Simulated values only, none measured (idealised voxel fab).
Title: Process Module voxel self aligned contacts
Shown is cross-section cut, with a width of 265 nm and square cells of size 5 nm.
The cross-sections in this document take the form of a grid made of square cells. They are written out as bands, in order from top to bottom. Each band consists of one or more rows of cells.
What a band's entry tells you: where the top is and where the bottom is, as heights in nm, and after that what lies inside, material by material from left to right, each with its width in nm. Empty space is written as the word "blank", and a single material marked with the word "throughout" occupies the band from edge to edge.
The reference from which all heights are counted is 0, the level beneath which the as-received wafer is entirely one material; the lowest band, having no lower bound, proceeds downward and is written after the example "z 0 and below".
Note: "30 to 40" means the width goes from the first number (top row of the band) to the second number (bottom row) in equal steps per row of cells.
Where a step carries "same as before", the cross-section came out of it unchanged, cell for cell.
In "Closed internal cavities" the enclosed voids are listed, meaning empty spaces of 8 cells or larger without any opening to the top. The form is width x height at distance, distance from the left edge, units nm.
It should be noted that, on the line of a given step, the content following the step's settings is a remark produced by the simulator itself with respect to that step.
"overlay nm" on a masked step: distance the mask lay right of its planned place, negative for left.
-- The process steps that were planned are listed below
1. RECEIVE with material Si
2. CONFORMAL_DEP with material SiO2, thk nm 5
3. DIRECTIONAL_DEP with material polySi, thk nm 25
4. DIRECTIONAL_DEP with material SiN, thk nm 20
5. DIRECTIONAL_DEP with material aC, thk nm 10
6. PATTERN with tone cover, mask id GATE, material resist, width nm 25, pitch nm 70, thk nm 30, overlay nm 0
7. DIRECTIONAL_ETCH with etch materials aC, depth nm 10
8. STRIP with etch materials resist
9. DIRECTIONAL_ETCH with etch materials SiN, depth nm 20
10. DIRECTIONAL_ETCH with etch materials polySi, depth nm 25
11. STRIP with etch materials aC
12. CONFORMAL_DEP with material SiN, thk nm 10
13. DIRECTIONAL_ETCH with etch materials SiN, depth nm 10
14. FILL_DEP with material SiO2, thk nm 15
15. CMP with height nm 55
16. DIRECTIONAL_DEP with material aC, thk nm 15
17. PATTERN with tone open, mask id CONTACT, material resist, width nm 55, thk nm 35, overlay nm 0
18. DIRECTIONAL_ETCH with etch materials aC, depth nm 15
19. STRIP with etch materials resist
20. DIRECTIONAL_ETCH with etch materials SiO2, depth nm 55
21. STRIP with etch materials aC
22. CONFORMAL_DEP with material TiN, thk nm 5
23. FILL_DEP with material Ru, thk nm 10
24. CMP with height nm 55
25. CONFORMAL_DEP with material SiN, thk nm 5
-- as received, after step 1
z 0 and below = Si throughout
Closed internal cavities: none
-- Look at the cross-section after the module: the wafer started out the way shown above and the plan was the one shown above, yet one mistake was made along the way
z 60 to 55 = SiN throughout
z 55 to 50 = SiO2 (105)  TiN (20)  Ru (15)  TiN (20)  SiO2 (105)
z 50 to 30 = SiO2 (75)  SiN (45)  TiN (5)  Ru (15)  TiN (5)  SiN (45)  SiO2 (75)
z 30 to 10 = SiO2 (75)  SiN (10)  polySi (25)  SiN (10)  TiN (5)  Ru (15)  TiN (5)  SiN (10)  polySi (25)  SiN (10)  SiO2 (75)
z 10 to 5 = SiO2 (75)  SiN (10)  polySi (25)  SiN (10)  TiN (25)  SiN (10)  polySi (25)  SiN (10)  SiO2 (75)
z 5 to 0 = TiN throughout
z 0 and below = Si throughout
Closed internal cavities: none
Where did the run depart from the plan? step 2, actual vs plan mismatch, actual run CONFORMAL_DEP with material TiN, thk nm 5
